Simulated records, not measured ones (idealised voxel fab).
Title: Process Module voxel released beams
Xsec cut, 160 nm wide, square cell size 5 nm.
Cross-section format: a grid of square cells, given as bands from top to bottom; each band is one or more rows of cells. Heights first: top, then bottom, in nm. Then materials, left to right, each with a width in nm. "edge to edge" on a single material: fills the band edge to edge. "blank": empty space. Where do heights start? At 0: under that level the wafer as delivered is made of one material only. And the lowest band has no floor; it just carries on downward, as in "0..down". Per-row width for "30 to 40": begins at first number (top row of band), ends at second number (bottom row), increment between rows held constant. Where a step carries "everything unchanged", the cross-section came out of it unchanged, cell for cell. Entry "Voids, sealed" = empty spaces >= 8 cells with no open way to the top; each as width x height at distance, distance from left edge, all nm. Note: text after step settings on the step line = simulator remark on that step. If you see "overlay nm" on a step's line and that step has a mask, it's telling you how far right of where it was planned the mask ended up; a negative number means it went left instead.

Planned process steps:
1: RECEIVE with material Si
2: CONFORMAL_DEP with material Al2O3, thk nm 5
3: DIRECTIONAL_DEP with material SiO2, thk nm 10
4: DIRECTIONAL_DEP with material aC, thk nm 15
5: PATTERN with tone open, mask id ANCHOR, material resist, width nm 25, thk nm 30, overlay nm 0
6: DIRECTIONAL_ETCH with etch materials aC, depth nm 15
7: STRIP with etch materials resist
8: DIRECTIONAL_ETCH with etch materials SiO2, depth nm 10
9: STRIP with etch materials aC
10: CONFORMAL_DEP with material polySi, thk nm 10
11: DIRECTIONAL_DEP with material aC, thk nm 10
12: PATTERN with tone cover, mask id BEAM, material resist, width nm 85, thk nm 25, overlay nm 0
13: DIRECTIONAL_ETCH with etch materials aC, depth nm 10
14: STRIP with etch materials resist
15: DIRECTIONAL_ETCH with etch materials polySi, depth nm 10
16: STRIP with etch materials aC
17: STRIP with etch materials SiO2

First of two wafers, processed according to plan:

Cross-section of the wafer upon arrival, representing the state reached after step 1:
> 0..down | Si edge to edge
> Voids, sealed: none

The wafer, seen in cross-section, after step 2:
> 5..0 | Al2O3 edge to edge
> All layers under 0 are left as they were.

The wafer, seen in cross-section, after step 3:
> 15..5 | SiO2 edge to edge
> All layers under 5 are left as they were.

The wafer, seen in cross-section, after step 4:
> 30..15 | aC edge to edge
> All layers under 15 are left as they were.

The wafer, seen in cross-section, after step 5:
> 60..30 | resist (40) | blank (25) | resist (95)
> All layers under 30 are left as they were.

The wafer, seen in cross-section, after step 6:
> 45..30 | resist (40) | blank (25) | resist (95)
> 30..15 | aC (40) | blank (25) | aC (95)
> All layers under 15 are left as they were.

The wafer, seen in cross-section, after step 7:
> 30..15 | aC (40) | blank (25) | aC (95)
> All layers under 15 are left as they were.

The wafer, seen in cross-section, after step 8:
> 30..15 | aC (40) | blank (25) | aC (95)
> 15..5 | SiO2 (40) | blank (25) | SiO2 (95)
> All layers under 5 are left as they were.

The wafer, seen in cross-section, after step 9:
> 15..5 | SiO2 (40) | blank (25) | SiO2 (95)
> All layers under 5 are left as they were.

The wafer, seen in cross-section, after step 10:
> 25..15 | polySi (50) | blank (5) | polySi (105)
> 15..5 | SiO2 (40) | polySi (25) | SiO2 (95)
> All layers under 5 are left as they were.

The wafer, seen in cross-section, after step 11:
> 35..25 | aC (50) | blank (5) | aC (105)
> 25..15 | polySi (50) | aC (5) | polySi (105)
> All layers under 15 are left as they were.

The wafer, seen in cross-section, after step 12:
> 60..35 | blank (35) | resist (85) | blank (40)
> 35..25 | aC (50) | resist (5) | aC (105)
> All layers under 25 are left as they were.

The wafer, seen in cross-section, after step 13:
> 50..35 | blank (35) | resist (85) | blank (40)
> 35..25 | blank (35) | aC (15) | resist (5) | aC (65) | blank (40)
> All layers under 25 are left as they were.

The wafer, seen in cross-section, after step 14:
> 35..25 | blank (35) | aC (15) | blank (5) | aC (65) | blank (40)
> All layers under 25 are left as they were.

The wafer, seen in cross-section, after step 15:
> 35..25 | blank (35) | aC (15) | blank (5) | aC (65) | blank (40)
> 25..15 | blank (35) | polySi (15) | aC (5) | polySi (65) | blank (40)
> All layers under 15 are left as they were.

The wafer, seen in cross-section, after step 16:
> 25..15 | blank (35) | polySi (15) | blank (5) | polySi (65) | blank (40)
> All layers under 15 are left as they were.

The wafer, seen in cross-section, after step 17:
> 25..15 | blank (35) | polySi (15) | blank (5) | polySi (65) | blank (40)
> 15..5 | blank (40) | polySi (25) | blank (95)
> All layers under 5 are left as they were.

Second of two: same start, same plan, one run error; steps up to and including 4 match the first:

Second wafer shown in cross-section at the time step 5 was slated to end:
> 60..30 | blank (40) | resist (25) | blank (95)
> All layers under 30 are left as they were.

Second wafer shown in cross-section at the time step 6 was slated to end:
> 45..30 | blank (40) | resist (25) | blank (95)
> 30..15 | blank (40) | aC (25) | blank (95)
> All layers under 15 are left as they were.

Second wafer shown in cross-section at the time step 7 was slated to end:
> 30..15 | blank (40) | aC (25) | blank (95)
> All layers under 15 are left as they were.

Second wafer shown in cross-section at the time step 8 was slated to end:
> 30..15 | blank (40) | aC (25) | blank (95)
> 15..5 | blank (40) | SiO2 (25) | blank (95)
> All layers under 5 are left as they were.

Second wafer shown in cross-section at the time step 9 was slated to end:
> 15..5 | blank (40) | SiO2 (25) | blank (95)
> All layers under 5 are left as they were.

Second wafer shown in cross-section at the time step 10 was slated to end:
> 25..15 | blank (30) | polySi (45) | blank (85)
> 15..5 | polySi (40) | SiO2 (25) | polySi (95)
> All layers under 5 are left as they were.

Second wafer shown in cross-section at the time step 11 was slated to end:
> 35..25 | blank (30) | aC (45) | blank (85)
> 25..15 | aC (30) | polySi (45) | aC (85)
> All layers under 15 are left as they were.

Second wafer shown in cross-section at the time step 12 was slated to end:
> 60..35 | blank (35) | resist (85) | blank (40)
> 35..25 | blank (30) | aC (45) | resist (45) | blank (40)
> All layers under 25 are left as they were.

Second wafer shown in cross-section at the time step 13 was slated to end:
> 50..35 | blank (35) | resist (85) | blank (40)
> 35..25 | blank (35) | aC (40) | resist (45) | blank (40)
> 25..15 | blank (30) | polySi (45) | aC (45) | blank (40)
> All layers under 15 are left as they were.

Second wafer shown in cross-section at the time step 14 was slated to end:
> 35..25 | blank (35) | aC (40) | blank (85)
> All layers under 25 are left as they were.

Second wafer shown in cross-section at the time step 15 was slated to end:
> 35..25 | blank (35) | aC (40) | blank (85)
> 25..15 | blank (35) | polySi (40) | aC (45) | blank (40)
> 15..5 | blank (30) | polySi (10) | SiO2 (25) | polySi (55) | blank (40)
> All layers under 5 are left as they were.

Second wafer shown in cross-section at the time step 16 was slated to end:
> 25..15 | blank (35) | polySi (40) | blank (85)
> All layers under 15 are left as they were.

Second wafer shown in cross-section at the time step 17 was slated to end: everything unchanged
Against the plan, the run slipped here: step 5 was processed under conditions differing from the plan, specifically as PATTERN with tone cover, mask id ANCHOR, material resist, width nm 25, thk nm 30, overlay nm 0
Materials where the second wafer ends with more or fewer cells than the first: +10 SiO2
